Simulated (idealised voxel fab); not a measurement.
voxel transistor to metal: a process module
For reference, the cross-section in this document is cut, with width 160 nm and square cells of 5 nm.
Each cross-section below is a grid of square cells, stated as bands in top-down order, with one or more rows of cells making up each band. Heads up on the band format: heights come first, top then bottom, in nm. After that it's the materials left to right, each with its width in nm. A single material flagged "everywhere" fills the whole band edge to edge, and "empty" means there's empty space there. All heights in this document are referenced to 0, defined as the level beneath which the wafer, as received, consists entirely of one material. The lowest band is not bounded below; it extends indefinitely downward and is written in the form "top 0, no bottom". The two numbers in a width such as "30..40" mark its ends across the band: the first belongs to the top row of cells, the second to the bottom row, and from each row to the next the width moves by the same amount. "remained the same" after a step means that no cell of the cross-section changed. Look at "Enclosed void listing" for the closed voids: empty spaces with no open path to the top, sized 8 cells or up. Each is width x height at distance, distance from the left edge, all nm. Whatever follows a step's settings on its line is a remark the simulator itself makes about that step. A step's line can hold "overlay nm"; with a mask on that step, the setting says how far right of the planned place the mask lay, while a negative setting says it lay to the left.

### Listed below are the process steps as planned
step 1: RECEIVE,material Si
step 2: CONFORMAL_DEP,material SiO2,thk nm 5
step 3: CONFORMAL_DEP,material SiN,thk nm 10
step 4: PATTERN,tone cover,mask id ACTIVE,material resist,width nm 125,thk nm 20,overlay nm 0
step 5: DIRECTIONAL_ETCH,etch materials SiN,depth nm 10
step 6: DIRECTIONAL_ETCH,etch materials SiO2,depth nm 5
step 7: DIRECTIONAL_ETCH,etch materials Si,depth nm 35
step 8: STRIP,etch materials resist
step 9: FILL_DEP,material SiO2,thk nm 15
step 10: CMP,height nm 15
step 11: SELECTIVE_ETCH,etch materials SiO2,depth nm 5
step 12: STRIP,etch materials SiN
step 13: SELECTIVE_ETCH,etch materials SiO2,depth nm 5
step 14: OXIDIZE,depth nm 5
step 15: DIRECTIONAL_DEP,material polySi,thk nm 20
step 16: DIRECTIONAL_DEP,material SiCN,thk nm 10
step 17: PATTERN,tone cover,mask id GATE,material resist,width nm 35,thk nm 15,overlay nm 0
step 18: DIRECTIONAL_ETCH,etch materials SiCN,depth nm 20
step 19: DIRECTIONAL_ETCH,etch materials polySi,depth nm 30
step 20: STRIP,etch materials resist
step 21: CONFORMAL_DEP,material SiO2,thk nm 5
step 22: DIRECTIONAL_ETCH,etch materials SiO2,depth nm 5
step 23: CONFORMAL_DEP,material SiN,thk nm 5
step 24: DIRECTIONAL_ETCH,etch materials SiN,depth nm 5
step 25: DIRECTIONAL_ETCH,etch materials SiO2,depth nm 5
step 26: DIRECTIONAL_ETCH,etch materials Si,depth nm 5
step 27: EPI,material SiGe,thk nm 5
step 28: FILL_DEP,material SiO2,thk nm 5
step 29: CMP,height nm 20
step 30: STRIP,etch materials polySi
step 31: SELECTIVE_ETCH,etch materials SiO2,depth nm 5
step 32: CONFORMAL_DEP,material HfO2,thk nm 5
step 33: CONFORMAL_DEP,material TiN,thk nm 5
step 34: FILL_DEP,material W,thk nm 5
step 35: CMP,height nm 15
step 36: DIRECTIONAL_DEP,material SiO2,thk nm 15
step 37: MASKED_ETCH,tone open,mask id CONTACT,width nm 20,pitch nm 85,etch materials SiO2,depth nm 35,overlay nm 0
step 38: CONFORMAL_DEP,material TiN,thk nm 5
step 39: FILL_DEP,material Ru,thk nm 5
step 40: CMP,height nm 30
step 41: CONFORMAL_DEP,material SiN,thk nm 5
step 42: DIRECTIONAL_DEP,material lowk,thk nm 20
step 43: PATTERN,tone open,mask id METAL_1,material resist,width nm 20,pitch nm 85,thk nm 20,overlay nm 0
step 44: DIRECTIONAL_ETCH,etch materials lowk,depth nm 20
step 45: DIRECTIONAL_ETCH,etch materials SiN,depth nm 5
step 46: STRIP,etch materials resist
step 47: CONFORMAL_DEP,material TiN,thk nm 5
step 48: FILL_DEP,material Ru,thk nm 5
step 49: CMP,height nm 55
step 50: CONFORMAL_DEP,material SiCN,thk nm 5
step 51: DIRECTIONAL_DEP,material SiO2,thk nm 30
step 52: PATTERN,tone open,mask id METAL_2_HOLES,material resist,width nm 15,pitch nm 85,thk nm 20,overlay nm 0
step 53: DIRECTIONAL_ETCH,etch materials SiO2,depth nm 30
step 54: STRIP,etch materials resist
step 55: PATTERN,tone open,mask id METAL_2,material resist,width nm 20,pitch nm 85,thk nm 15,overlay nm 0
step 56: DIRECTIONAL_ETCH,etch materials SiO2,depth nm 15
step 57: DIRECTIONAL_ETCH,etch materials SiCN,depth nm 5
step 58: STRIP,etch materials resist
step 59: CONFORMAL_DEP,material TiN,thk nm 5
step 60: FILL_DEP,material Cu,thk nm 10
step 61: CMP,height nm 90
step 62: CONFORMAL_DEP,material SiN,thk nm 5

### Wafer, first of two, run as planned

### Cross-section of the wafer upon arrival, representing the state reached after step 1
> top 0, no bottom: Si everywhere
> Enclosed void listing: none

### Cross-section of the wafer subsequent to step 2
> top 5, bottom 0: SiO2 everywhere
> Everything under 0 stays put, no change at all.

### Cross-section of the wafer subsequent to step 3
> top 15, bottom 5: SiN everywhere
> Everything under 5 stays put, no change at all.

### Cross-section of the wafer subsequent to step 4
> top 35, bottom 15: 15 of empty  125 of resist  20 of empty
> Everything under 15 stays put, no change at all.

### Cross-section of the wafer subsequent to step 5
> top 35, bottom 15: 15 of empty  125 of resist  20 of empty
> top 15, bottom 5: 15 of empty  125 of SiN  20 of empty
> Everything under 5 stays put, no change at all.

### Cross-section of the wafer subsequent to step 6
> top 35, bottom 15: 15 of empty  125 of resist  20 of empty
> top 15, bottom 5: 15 of empty  125 of SiN  20 of empty
> top 5, bottom 0: 15 of empty  125 of SiO2  20 of empty
> Everything under 0 stays put, no change at all.

### Cross-section of the wafer subsequent to step 7
> top 35, bottom 15: 15 of empty  125 of resist  20 of empty
> top 15, bottom 5: 15 of empty  125 of SiN  20 of empty
> top 5, bottom 0: 15 of empty  125 of SiO2  20 of empty
> top 0, bottom -35: 15 of empty  125 of Si  20 of empty
> Everything under -35 stays put, no change at all.

### Cross-section of the wafer subsequent to step 8
> top 15, bottom 5: 15 of empty  125 of SiN  20 of empty
> Everything under 5 stays put, no change at all.

### Cross-section of the wafer subsequent to step 9
> top 30, bottom 15: SiO2 everywhere
> top 15, bottom 5: 15 of SiO2  125 of SiN  20 of SiO2
> top 5, bottom 0: SiO2 everywhere
> top 0, bottom -35: 15 of SiO2  125 of Si  20 of SiO2
> Everything under -35 stays put, no change at all.

### Cross-section of the wafer subsequent to step 10
> top 15, bottom 5: 15 of SiO2  125 of SiN  20 of SiO2
> Everything under 5 stays put, no change at all.

### Cross-section of the wafer subsequent to step 11
> top 15, bottom 10: 15 of empty  125 of SiN  20 of empty
> Everything under 10 stays put, no change at all.

### Cross-section of the wafer subsequent to step 12
> top 10, bottom 5: 15 of SiO2  125 of empty  20 of SiO2
> Everything under 5 stays put, no change at all.

### Cross-section of the wafer subsequent to step 13
> top 5, bottom 0: 10 of SiO2  135 of empty  15 of SiO2
> Everything under 0 stays put, no change at all.

### Cross-section of the wafer subsequent to step 14
> top 5, bottom 0: 10 of SiO2  135 of empty  15 of SiO2
> top 0, bottom -5: SiO2 everywhere
> Everything under -5 stays put, no change at all.

### Cross-section of the wafer subsequent to step 15
> top 25, bottom 20: 10 of polySi  135 of empty  15 of polySi
> top 20, bottom 5: polySi everywhere
> top 5, bottom 0: 10 of SiO2  135 of polySi  15 of SiO2
> Everything under 0 stays put, no change at all.

### Cross-section of the wafer subsequent to step 16
> top 35, bottom 30: 10 of SiCN  135 of empty  15 of SiCN
> top 30, bottom 25: SiCN everywhere
> top 25, bottom 20: 10 of polySi  135 of SiCN  15 of polySi
> Everything under 20 stays put, no change at all.

### Cross-section of the wafer subsequent to step 17
> top 50, bottom 35: 60 of empty  35 of resist  65 of empty
> top 35, bottom 30: 10 of SiCN  50 of empty  35 of resist  50 of empty  15 of SiCN
> Everything under 30 stays put, no change at all.

### Cross-section of the wafer subsequent to step 18
> top 50, bottom 30: 60 of empty  35 of resist  65 of empty
> top 30, bottom 25: 60 of empty  35 of SiCN  65 of empty
> top 25, bottom 20: 10 of polySi  50 of empty  35 of SiCN  50 of empty  15 of polySi
> Everything under 20 stays put, no change at all.

### Cross-section of the wafer subsequent to step 19
> top 50, bottom 30: 60 of empty  35 of resist  65 of empty
> top 30, bottom 20: 60 of empty  35 of SiCN  65 of empty
> top 20, bottom 5: 60 of empty  35 of polySi  65 of empty
> top 5, bottom 0: 10 of SiO2  50 of empty  35 of polySi  50 of empty  15 of SiO2
> Everything under 0 stays put, no change at all.

### Cross-section of the wafer subsequent to step 20
> top 30, bottom 20: 60 of empty  35 of SiCN  65 of empty
> Everything under 20 stays put, no change at all.

### Cross-section of the wafer subsequent to step 21
> top 35, bottom 30: 55 of empty  45 of SiO2  60 of empty
> top 30, bottom 20: 55 of empty  5 of SiO2  35 of SiCN  5 of SiO2  60 of empty
> top 20, bottom 10: 55 of empty  5 of SiO2  35 of polySi  5 of SiO2  60 of empty
> top 10, bottom 5: 15 of SiO2  40 of empty  5 of SiO2  35 of polySi  5 of SiO2  40 of empty  20 of SiO2
> top 5, bottom 0: 60 of SiO2  35 of polySi  65 of SiO2
> Everything under 0 stays put, no change at all.

### Cross-section of the wafer subsequent to step 22
> top 30, bottom 20: 55 of empty  5 of SiO2  35 of SiCN  5 of SiO2  60 of empty
> top 20, bottom 5: 55 of empty  5 of SiO2  35 of polySi  5 of SiO2  60 of empty
> top 5, bottom 0: 15 of SiO2  40 of empty  5 of SiO2  35 of polySi  5 of SiO2  40 of empty  20 of SiO2
> Everything under 0 stays put, no change at all.

### Cross-section of the wafer subsequent to step 23
> top 35, bottom 30: 50 of empty  55 of SiN  55 of empty
> top 30, bottom 20: 50 of empty  5 of SiN  5 of SiO2  35 of SiCN  5 of SiO2  5 of SiN  55 of empty
> top 20, bottom 10: 50 of empty  5 of SiN  5 of SiO2  35 of polySi  5 of SiO2  5 of SiN  55 of empty
> top 10, bottom 5: 20 of SiN  30 of empty  5 of SiN  5 of SiO2  35 of polySi  5 of SiO2  5 of SiN  30 of empty  25 of SiN
> top 5, bottom 0: 15 of SiO2  40 of SiN  5 of SiO2  35 of polySi  5 of SiO2  40 of SiN  20 of SiO2
> Everything under 0 stays put, no change at all.

### Cross-section of the wafer subsequent to step 24
> top 30, bottom 20: 50 of empty  5 of SiN  5 of SiO2  35 of SiCN  5 of SiO2  5 of SiN  55 of empty
> top 20, bottom 5: 50 of empty  5 of SiN  5 of SiO2  35 of polySi  5 of SiO2  5 of SiN  55 of empty
> top 5, bottom 0: 15 of SiO2  5 of SiN  30 of empty  5 of SiN  5 of SiO2  35 of polySi  5 of SiO2  5 of SiN  30 of empty  5 of SiN  20 of SiO2
> Everything under 0 stays put, no change at all.

### Cross-section of the wafer subsequent to step 25
> top 30, bottom 25: 50 of empty  5 of SiN  5 of empty  35 of SiCN  5 of empty  5 of SiN  55 of empty
> top 25, bottom 20: 50 of empty  5 of SiN  5 of SiO2  35 of SiCN  5 of SiO2  5 of SiN  55 of empty
> top 20, bottom 5: 50 of empty  5 of SiN  5 of SiO2  35 of polySi  5 of SiO2  5 of SiN  55 of empty
> top 5, bottom 0: 15 of empty  5 of SiN  30 of empty  5 of SiN  5 of SiO2  35 of polySi  5 of SiO2  5 of SiN  30 of empty  5 of SiN  20 of empty
> top 0, bottom -5: 20 of SiO2  30 of empty  55 of SiO2  30 of empty  25 of SiO2
> Everything under -5 stays put, no change at all.

### Cross-section of the wafer subsequent to step 26
> top 30, bottom 25: 50 of empty  5 of SiN  5 of empty  35 of SiCN  5 of empty  5 of SiN  55 of empty
> top 25, bottom 20: 50 of empty  5 of SiN  5 of SiO2  35 of SiCN  5 of SiO2  5 of SiN  55 of empty
> top 20, bottom 5: 50 of empty  5 of SiN  5 of SiO2  35 of polySi  5 of SiO2  5 of SiN  55 of empty
> top 5, bottom 0: 15 of empty  5 of SiN  30 of empty  5 of SiN  5 of SiO2  35 of polySi  5 of SiO2  5 of SiN  30 of empty  5 of SiN  20 of empty
> top 0, bottom -5: 20 of SiO2  30 of empty  55 of SiO2  30 of empty  25 of SiO2
> top -5, bottom -10: 15 of SiO2  5 of Si  30 of empty  55 of Si  30 of empty  5 of Si  20 of SiO2
> Everything under -10 stays put, no change at all.

### Cross-section of the wafer subsequent to step 27
> top 30, bottom 25: 50 of empty  5 of SiN  5 of empty  35 of SiCN  5 of empty  5 of SiN  55 of empty
> top 25, bottom 20: 50 of empty  5 of SiN  5 of SiO2  35 of SiCN  5 of SiO2  5 of SiN  55 of empty
> top 20, bottom 5: 50 of empty  5 of SiN  5 of SiO2  35 of polySi  5 of SiO2  5 of SiN  55 of empty
> top 5, bottom 0: 15 of empty  5 of SiN  30 of empty  5 of SiN  5 of SiO2  35 of polySi  5 of SiO2  5 of SiN  30 of empty  5 of SiN  20 of empty
> top 0, bottom -5: 20 of SiO2  5 of SiGe  20 of empty  5 of SiGe  55 of SiO2  5 of SiGe  20 of empty  5 of SiGe  25 of SiO2
> top -5, bottom -10: 15 of SiO2  5 of Si  30 of SiGe  55 of Si  30 of SiGe  5 of Si  20 of SiO2
> Everything under -10 stays put, no change at all.

### Cross-section of the wafer subsequent to step 28
> top 35, bottom 30: SiO2 everywhere
> top 30, bottom 20: 50 of SiO2  5 of SiN  5 of SiO2  35 of SiCN  5 of SiO2  5 of SiN  55 of SiO2
> top 20, bottom 5: 50 of SiO2  5 of SiN  5 of SiO2  35 of polySi  5 of SiO2  5 of SiN  55 of SiO2
> top 5, bottom 0: 15 of SiO2  5 of SiN  30 of SiO2  5 of SiN  5 of SiO2  35 of polySi  5 of SiO2  5 of SiN  30 of SiO2  5 of SiN  20 of SiO2
> top 0, bottom -5: 20 of SiO2  5 of SiGe  20 of SiO2  5 of SiGe  55 of SiO2  5 of SiGe  20 of SiO2  5 of SiGe  25 of SiO2
> Everything under -5 stays put, no change at all.

### Cross-section of the wafer subsequent to step 29
> top 20, bottom 5: 50 of SiO2  5 of SiN  5 of SiO2  35 of polySi  5 of SiO2  5 of SiN  55 of SiO2
> Everything under 5 stays put, no change at all.

### Cross-section of the wafer subsequent to step 30
> top 20, bottom 5: 50 of SiO2  5 of SiN  5 of SiO2  35 of empty  5 of SiO2  5 of SiN  55 of SiO2
> top 5, bottom 0: 15 of SiO2  5 of SiN  30 of SiO2  5 of SiN  5 of SiO2  35 of empty  5 of SiO2  5 of SiN  30 of SiO2  5 of SiN  20 of SiO2
> Everything under 0 stays put, no change at all.

### Cross-section of the wafer subsequent to step 31
> top 20, bottom 15: 50 of empty  5 of SiN  45 of empty  5 of SiN  55 of empty
> top 15, bottom 5: 50 of SiO2  5 of SiN  45 of empty  5 of SiN  55 of SiO2
> top 5, bottom 0: 15 of SiO2  5 of SiN  30 of SiO2  5 of SiN  45 of empty  5 of SiN  30 of SiO2  5 of SiN  20 of SiO2
> top 0, bottom -5: 20 of SiO2  5 of SiGe  20 of SiO2  5 of SiGe  5 of SiO2  45 of empty  5 of SiO2  5 of SiGe  20 of SiO2  5 of SiGe  25 of SiO2
> Everything under -5 stays put, no change at all.

### Cross-section of the wafer subsequent to step 32
> top 25, bottom 20: 45 of empty  15 of HfO2  35 of empty  15 of HfO2  50 of empty
> top 20, bottom 15: 50 of HfO2  5 of SiN  5 of HfO2  35 of empty  5 of HfO2  5 of SiN  55 of HfO2
> top 15, bottom 5: 50 of SiO2  5 of SiN  5 of HfO2  35 of empty  5 of HfO2  5 of SiN  55 of SiO2
> top 5, bottom 0: 15 of SiO2  5 of SiN  30 of SiO2  5 of SiN  5 of HfO2  35 of empty  5 of HfO2  5 of SiN  30 of SiO2  5 of SiN  20 of SiO2
> top 0, bottom -5: 20 of SiO2  5 of SiGe  20 of SiO2  5 of SiGe  5 of SiO2  45 of HfO2  5 of SiO2  5 of SiGe  20 of SiO2  5 of SiGe  25 of SiO2
> Everything under -5 stays put, no change at all.

### Cross-section of the wafer subsequent to step 33
> top 30, bottom 25: 40 of empty  25 of TiN  25 of empty  25 of TiN  45 of empty
> top 25, bottom 20: 45 of TiN  15 of HfO2  5 of TiN  25 of empty  5 of TiN  15 of HfO2  50 of TiN
> top 20, bottom 15: 50 of HfO2  5 of SiN  5 of HfO2  5 of TiN  25 of empty  5 of TiN  5 of HfO2  5 of SiN  55 of HfO2
> top 15, bottom 5: 50 of SiO2  5 of SiN  5 of HfO2  5 of TiN  25 of empty  5 of TiN  5 of HfO2  5 of SiN  55 of SiO2
> top 5, bottom 0: 15 of SiO2  5 of SiN  30 of SiO2  5 of SiN  5 of HfO2  35 of TiN  5 of HfO2  5 of SiN  30 of SiO2  5 of SiN  20 of SiO2
> Everything under 0 stays put, no change at all.

### Cross-section of the wafer subsequent to step 34
> top 35, bottom 30: W everywhere
> top 30, bottom 25: 40 of W  25 of TiN  25 of W  25 of TiN  45 of W
> top 25, bottom 20: 45 of TiN  15 of HfO2  5 of TiN  25 of W  5 of TiN  15 of HfO2  50 of TiN
> top 20, bottom 15: 50 of HfO2  5 of SiN  5 of HfO2  5 of TiN  25 of W  5 of TiN  5 of HfO2  5 of SiN  55 of HfO2
> top 15, bottom 5: 50 of SiO2  5 of SiN  5 of HfO2  5 of TiN  25 of W  5 of TiN  5 of HfO2  5 of SiN  55 of SiO2
> Everything under 5 stays put, no change at all.

### Cross-section of the wafer subsequent to step 35
> top 15, bottom 5: 50 of SiO2  5 of SiN  5 of HfO2  5 of TiN  25 of W  5 of TiN  5 of HfO2  5 of SiN  55 of SiO2
> Everything under 5 stays put, no change at all.

### Cross-section of the wafer subsequent to step 36
> top 30, bottom 15: SiO2 everywhere
> Everything under 15 stays put, no change at all.

### Cross-section of the wafer subsequent to step 37
> top 30, bottom 15: 25 of SiO2  20 of empty  65 of SiO2  20 of empty  30 of SiO2
> top 15, bottom 5: 25 of SiO2  20 of empty  5 of SiO2  5 of SiN  5 of HfO2  5 of TiN  25 of W  5 of TiN  5 of HfO2  5 of SiN  5 of SiO2  20 of empty  30 of SiO2
> top 5, bottom 0: 15 of SiO2  5 of SiN  5 of SiO2  20 of empty  5 of SiO2  5 of SiN  5 of HfO2  35 of TiN  5 of HfO2  5 of SiN  5 of SiO2  20 of empty  5 of SiO2  5 of SiN  20 of SiO2
> top 0, bottom -5: 20 of SiO2  5 of SiGe  20 of empty  5 of SiGe  5 of SiO2  45 of HfO2  5 of SiO2  5 of SiGe  20 of empty  5 of SiGe  25 of SiO2
> Everything under -5 stays put, no change at all.

### Cross-section of the wafer subsequent to step 38
> top 35, bottom 30: 30 of TiN  10 of empty  75 of TiN  10 of empty  35 of TiN
> top 30, bottom 15: 25 of SiO2  5 of TiN  10 of empty  5 of TiN  65 of SiO2  5 of TiN  10 of empty  5 of TiN  30 of SiO2
> top 15, bottom 5: 25 of SiO2  5 of TiN  10 of empty  5 of TiN  5 of SiO2  5 of SiN  5 of HfO2  5 of TiN  25 of W  5 of TiN  5 of HfO2  5 of SiN  5 of SiO2  5 of TiN  10 of empty  5 of TiN  30 of SiO2
> top 5, bottom 0: 15 of SiO2  5 of SiN  5 of SiO2  5 of TiN  10 of empty  5 of TiN  5 of SiO2  5 of SiN  5 of HfO2  35 of TiN  5 of HfO2  5 of SiN  5 of SiO2  5 of TiN  10 of empty  5 of TiN  5 of SiO2  5 of SiN  20 of SiO2
> top 0, bottom -5: 20 of SiO2  5 of SiGe  20 of TiN  5 of SiGe  5 of SiO2  45 of HfO2  5 of SiO2  5 of SiGe  20 of TiN  5 of SiGe  25 of SiO2
> Everything under -5 stays put, no change at all.

### Cross-section of the wafer subsequent to step 39
> top 40, bottom 35: Ru everywhere
> top 35, bottom 30: 30 of TiN  10 of Ru  75 of TiN  10 of Ru  35 of TiN
> top 30, bottom 15: 25 of SiO2  5 of TiN  10 of Ru  5 of TiN  65 of SiO2  5 of TiN  10 of Ru  5 of TiN  30 of SiO2
> top 15, bottom 5: 25 of SiO2  5 of TiN  10 of Ru  5 of TiN  5 of SiO2  5 of SiN  5 of HfO2  5 of TiN  25 of W  5 of TiN  5 of HfO2  5 of SiN  5 of SiO2  5 of TiN  10 of Ru  5 of TiN  30 of SiO2
> top 5, bottom 0: 15 of SiO2  5 of SiN  5 of SiO2  5 of TiN  10 of Ru  5 of TiN  5 of SiO2  5 of SiN  5 of HfO2  35 of TiN  5 of HfO2  5 of SiN  5 of SiO2  5 of TiN  10 of Ru  5 of TiN  5 of SiO2  5 of SiN  20 of SiO2
> Everything under 0 stays put, no change at all.

### Cross-section of the wafer subsequent to step 40
> top 30, bottom 15: 25 of SiO2  5 of TiN  10 of Ru  5 of TiN  65 of SiO2  5 of TiN  10 of Ru  5 of TiN  30 of SiO2
> Everything under 15 stays put, no change at all.

### Cross-section of the wafer subsequent to step 41
> top 35, bottom 30: SiN everywhere
> Everything under 30 stays put, no change at all.

### Cross-section of the wafer subsequent to step 42
> top 55, bottom 35: lowk everywhere
> Everything under 35 stays put, no change at all.

### Cross-section of the wafer subsequent to step 43
> top 75, bottom 55: 25 of resist  20 of empty  65 of resist  20 of empty  30 of resist
> Everything under 55 stays put, no change at all.

### Cross-section of the wafer subsequent to step 44
> top 75, bottom 55: 25 of resist  20 of empty  65 of resist  20 of empty  30 of resist
> top 55, bottom 35: 25 of lowk  20 of empty  65 of lowk  20 of empty  30 of lowk
> Everything under 35 stays put, no change at all.

### Cross-section of the wafer subsequent to step 45
> top 75, bottom 55: 25 of resist  20 of empty  65 of resist  20 of empty  30 of resist
> top 55, bottom 35: 25 of lowk  20 of empty  65 of lowk  20 of empty  30 of lowk
> top 35, bottom 30: 25 of SiN  20 of empty  65 of SiN  20 of empty  30 of SiN
> Everything under 30 stays put, no change at all.

### Cross-section of the wafer subsequent to step 46
> top 55, bottom 35: 25 of lowk  20 of empty  65 of lowk  20 of empty  30 of lowk
> Everything under 35 stays put, no change at all.

### Cross-section of the wafer subsequent to step 47
> top 60, bottom 55: 30 of TiN  10 of empty  75 of TiN  10 of empty  35 of TiN
> top 55, bottom 35: 25 of lowk  5 of TiN  10 of empty  5 of TiN  65 of lowk  5 of TiN  10 of empty  5 of TiN  30 of lowk
> top 35, bottom 30: 25 of SiN  20 of TiN  65 of SiN  20 of TiN  30 of SiN
> Everything under 30 stays put, no change at all.

### Cross-section of the wafer subsequent to step 48
> top 65, bottom 60: Ru everywhere
> top 60, bottom 55: 30 of TiN  10 of Ru  75 of TiN  10 of Ru  35 of TiN
> top 55, bottom 35: 25 of lowk  5 of TiN  10 of Ru  5 of TiN  65 of lowk  5 of TiN  10 of Ru  5 of TiN  30 of lowk
> Everything under 35 stays put, no change at all.

### Cross-section of the wafer subsequent to step 49
> top 55, bottom 35: 25 of lowk  5 of TiN  10 of Ru  5 of TiN  65 of lowk  5 of TiN  10 of Ru  5 of TiN  30 of lowk
> Everything under 35 stays put, no change at all.

### Cross-section of the wafer subsequent to step 50
> top 60, bottom 55: SiCN everywhere
> Everything under 55 stays put, no change at all.

### Cross-section of the wafer subsequent to step 51
> top 90, bottom 60: SiO2 everywhere
> Everything under 60 stays put, no change at all.

### Cross-section of the wafer subsequent to step 52
> top 110, bottom 90: 25 of resist  15 of empty  70 of resist  15 of empty  35 of resist
> Everything under 90 stays put, no change at all.

### Cross-section of the wafer subsequent to step 53
> top 110, bottom 90: 25 of resist  15 of empty  70 of resist  15 of empty  35 of resist
> top 90, bottom 60: 25 of SiO2  15 of empty  70 of SiO2  15 of empty  35 of SiO2
> Everything under 60 stays put, no change at all.

### Cross-section of the wafer subsequent to step 54
> top 90, bottom 60: 25 of SiO2  15 of empty  70 of SiO2  15 of empty  35 of SiO2
> Everything under 60 stays put, no change at all.

### Cross-section of the wafer subsequent to step 55
> top 105, bottom 90: 25 of resist  20 of empty  65 of resist  20 of empty  30 of resist
> Everything under 90 stays put, no change at all.

### Cross-section of the wafer subsequent to step 56
> top 105, bottom 90: 25 of resist  20 of empty  65 of resist  20 of empty  30 of resist
> top 90, bottom 75: 25 of SiO2  20 of empty  65 of SiO2  20 of empty  30 of SiO2
> Everything under 75 stays put, no change at all.

### Cross-section of the wafer subsequent to step 57
> top 105, bottom 90: 25 of resist  20 of empty  65 of resist  20 of empty  30 of resist
> top 90, bottom 75: 25 of SiO2  20 of empty  65 of SiO2  20 of empty  30 of SiO2
> top 75, bottom 60: 25 of SiO2  15 of empty  70 of SiO2  15 of empty  35 of SiO2
> top 60, bottom 55: 25 of SiCN  15 of empty  70 of SiCN  15 of empty  35 of SiCN
> Everything under 55 stays put, no change at all.

### Cross-section of the wafer subsequent to step 58
> top 90, bottom 75: 25 of SiO2  20 of empty  65 of SiO2  20 of empty  30 of SiO2
> Everything under 75 stays put, no change at all.

### Cross-section of the wafer subsequent to step 59
> top 95, bottom 90: 30 of TiN  10 of empty  75 of TiN  10 of empty  35 of TiN
> top 90, bottom 80: 25 of SiO2  5 of TiN  10 of empty  5 of TiN  65 of SiO2  5 of TiN  10 of empty  5 of TiN  30 of SiO2
> top 80, bottom 75: 25 of SiO2  5 of TiN  5 of empty  10 of TiN  65 of SiO2  5 of TiN  5 of empty  10 of TiN  30 of SiO2
> top 75, bottom 60: 25 of SiO2  5 of TiN  5 of empty  5 of TiN  70 of SiO2  5 of TiN  5 of empty  5 of TiN  35 of SiO2
> top 60, bottom 55: 25 of SiCN  15 of TiN  70 of SiCN  15 of TiN  35 of SiCN
> Everything under 55 stays put, no change at all.

### Cross-section of the wafer subsequent to step 60
> top 105, bottom 95: Cu everywhere
> top 95, bottom 90: 30 of TiN  10 of Cu  75 of TiN  10 of Cu  35 of TiN
> top 90, bottom 80: 25 of SiO2  5 of TiN  10 of Cu  5 of TiN  65 of SiO2  5 of TiN  10 of Cu  5 of TiN  30 of SiO2
> top 80, bottom 75: 25 of SiO2  5 of TiN  5 of Cu  10 of TiN  65 of SiO2  5 of TiN  5 of Cu  10 of TiN  30 of SiO2
> top 75, bottom 60: 25 of SiO2  5 of TiN  5 of Cu  5 of TiN  70 of SiO2  5 of TiN  5 of Cu  5 of TiN  35 of SiO2
> Everything under 60 stays put, no change at all.

### Cross-section of the wafer subsequent to step 61
> top 90, bottom 80: 25 of SiO2  5 of TiN  10 of Cu  5 of TiN  65 of SiO2  5 of TiN  10 of Cu  5 of TiN  30 of SiO2
> Everything under 80 stays put, no change at all.

### Cross-section of the wafer subsequent to step 62
> top 95, bottom 90: SiN everywhere
> Everything under 90 stays put, no change at all.

### Okay, second wafer. Nothing different at the start, nothing different in the plan, just one mistake somewhere in the running. As far as step 60, counting that step, it's the first wafer all over again

Second wafer, sectioned view, at step 61's planned end time: remained the same

### Second wafer, sectioned view, at step 62's planned end time
> top 110, bottom 105: SiN everywhere
> Everything under 105 stays put, no change at all.
In executing the process, a mistake was made relative to the plan: step 61 of the plan was omitted and not executed
Wafer comparison, final, in cells, second relative to first, materials more or fewer: Cu: 68 more; TiN: 28 more
